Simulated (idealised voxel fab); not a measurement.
process module | voxel capacitor over wiring
cross-section cut | 240 nm wide | cells 5 nm
A cross-section is a grid of square cells, given in bands from the top down. A band is one or more rows of cells.
Each band's line starts with the height of the band's top and of its bottom, in nm. Then come its materials from left to right, each with its width in nm. One material with "throughout" fills the band from edge to edge. "air" is empty space.
Height 0 is the level under which the wafer as received is all one material. The lowest band goes on downwards, as in "0 down".
A width such as "30 to 40" changes by the same amount from each row of cells to the next, from the band's top row to its bottom row.
"no change" after a step means that no cell of the cross-section changed.
closed voids: empty space of 8 cells or more with no open way to the top, each as width x height at its distance from the left edge, in nm
after a step's settings: what the simulator itself notes on the step
overlay nm, on a step with a mask: how far to the right of its planned place the mask lay; to the left if negative
plan
1 op RECEIVE | material Si
2 op CONFORMAL_DEP | material SiO2 | thk nm 15
3 op DIRECTIONAL_DEP | material TiN | thk nm 5
4 op DIRECTIONAL_DEP | material Ru | thk nm 25
5 op DIRECTIONAL_DEP | material aC | thk nm 15
6 op PATTERN | tone cover | mask id METAL_1 | material resist | width nm 20 | pitch nm 75 | thk nm 35 | overlay nm 0
7 op DIRECTIONAL_ETCH | etch materials aC | depth nm 15
8 op STRIP | etch materials resist
9 op DIRECTIONAL_ETCH | etch materials Ru | depth nm 25
10 op DIRECTIONAL_ETCH | etch materials TiN | depth nm 5
11 op STRIP | etch materials aC
12 op CONFORMAL_DEP | material SiCN | thk nm 5
13 op FILL_DEP | material lowk | thk nm 5
14 op CMP | height nm 45
15 op CONFORMAL_DEP | material SiCN | thk nm 5
16 op DIRECTIONAL_DEP | material SiO2 | thk nm 15
17 op PATTERN | tone open | mask id PLUG_1 | material resist | width nm 15 | thk nm 20 | overlay nm 0
18 op DIRECTIONAL_ETCH | etch materials SiO2 | depth nm 15
19 op DIRECTIONAL_ETCH | etch materials SiCN | depth nm 5
20 op STRIP | etch materials resist
21 op CONFORMAL_DEP | material TiN | thk nm 5
22 op FILL_DEP | material Ru | thk nm 5
23 op CMP | height nm 65
24 op DIRECTIONAL_DEP | material TiN | thk nm 10
25 op DIRECTIONAL_DEP | material HfO2 | thk nm 5
26 op DIRECTIONAL_DEP | material TiN | thk nm 5
27 op MASKED_ETCH | tone cover | mask id UPPER_PLATE | width nm 60 | etch materials TiN | depth nm 5 | overlay nm 0
28 op MASKED_ETCH | tone cover | mask id UPPER_PLATE | width nm 60 | etch materials HfO2 | depth nm 5 | overlay nm 0
29 op PATTERN | tone cover | mask id LOWER_PLATE | material resist | width nm 70 | thk nm 15 | overlay nm 0
30 op DIRECTIONAL_ETCH | etch materials TiN | depth nm 10
31 op STRIP | etch materials resist
32 op FILL_DEP | material SiO2 | thk nm 20
33 op CMP | height nm 100
34 op DIRECTIONAL_DEP | material aC | thk nm 10
35 op PATTERN | tone open | mask id PLUG_2 | material resist | width nm 15 | thk nm 30 | overlay nm 0
36 op DIRECTIONAL_ETCH | etch materials aC | depth nm 10
37 op STRIP | etch materials resist
38 op DIRECTIONAL_ETCH | etch materials SiO2 | depth nm 15
39 op STRIP | etch materials aC
40 op CONFORMAL_DEP | material TiN | thk nm 5
41 op FILL_DEP | material W | thk nm 5
42 op CMP | height nm 100
43 op CONFORMAL_DEP | material SiCN | thk nm 5
as received, after step 1
  0 down: Si throughout
  closed voids: none
a wafer at the end: this start, this plan, one mistake
  105 to 100: SiCN throughout
  100 to 90: SiO2 85 | TiN 5 | W 5 | TiN 5 | SiO2 140
  90 to 80: SiO2 85 to 75 | TiN 15 to 60 | SiO2 140 to 105
  80 to 75: SiO2 75 | HfO2 60 | SiO2 105
  75 to 65: SiO2 70 | TiN 70 | SiO2 100
  65 to 50: SiO2 75 | TiN 5 | Ru 5 | TiN 5 | SiO2 150
  50 to 45: SiCN 75 | TiN 15 | SiCN 150
  45 to 20: lowk 60 | SiCN 5 | Ru 20 | SiCN 5 | lowk 45 | SiCN 5 | Ru 20 | SiCN 5 | lowk 75
  20 to 15: SiCN 65 | TiN 20 | SiCN 55 | TiN 20 | SiCN 80
  15 to 0: SiO2 throughout
  0 down: Si throughout
  closed voids: none
what went wrong: step 6 ran as: op PATTERN | tone cover | mask id METAL_1 | material resist | width nm 20 | pitch nm 75 | thk nm 35 | overlay nm -5
